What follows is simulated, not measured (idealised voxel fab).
A process module follows: voxel lift off.
Each square cell in cross-section cut measures 5 nm, and the section as a whole is 225 nm wide.
The cross-sections in this document take the form of a grid made of square cells. They are written out as bands, in order from top to bottom. Each band consists of one or more rows of cells.
Quick guide to a band line: top height, bottom height (nm) up front; then every material left to right with its width in nm. Only one material and it's marked "everywhere"? Then it fills the band edge to edge. And "air" just means empty space.
Ref level 0: as-received wafer is one material below here. Bottom band extends down with no lower bound ("0..down").
Read "30 to 40" as a graded width: first number on top, second number at the bottom, same change between each pair of neighbouring rows.
A step reported as "nothing altered" is a step in which no cell of the cross-section changed.
Under "Fully sealed voids" you'll find the enclosed gaps, the ones with no way out to the top, that are 8 cells or bigger; each reads width x height at distance, with distance counted from the left edge, everything in nm.
On each step's line, the part that comes after the settings is the simulator's own comment on the step.
"overlay nm" denotes, for a step that has a mask, the displacement of the mask to the right of its planned place, with negative values corresponding to the left.
**Process steps foreseen in the plan**
1,RECEIVE: material Si
2,CONFORMAL_DEP: material SiO2, thk nm 10
3,PATTERN: tone open, mask id LINES, material resist, width nm 20, pitch nm 50, thk nm 20, overlay nm -15
4,DIRECTIONAL_DEP: material Ru, thk nm 5
5,STRIP: etch materials resist
6,CONFORMAL_DEP: material SiO2, thk nm 5
varied across the wafers: overlay nm of step 3. The plan shows the first wafer's value. All wafers start alike
**First of several wafers, received after step 1, in cross-section**
	0..down = Si everywhere
	Fully sealed voids: none
**Below: a row per wafer. Contents at end of module: for every material, cells gained since receipt (+) or lost since receipt (-); then closed voids**
overlay nm -15; +8 Ru; +139 SiO2; Fully sealed voids: none
overlay nm -10; +8 Ru; +139 SiO2; Fully sealed voids: none
overlay nm -5; +8 Ru; +139 SiO2; Fully sealed voids: none
overlay nm 0; +8 Ru; +139 SiO2; Fully sealed voids: none
overlay nm 5; +8 Ru; +139 SiO2; Fully sealed voids: none
overlay nm 10; +8 Ru; +139 SiO2; Fully sealed voids: none
overlay nm 15; +8 Ru; +139 SiO2; Fully sealed voids: none
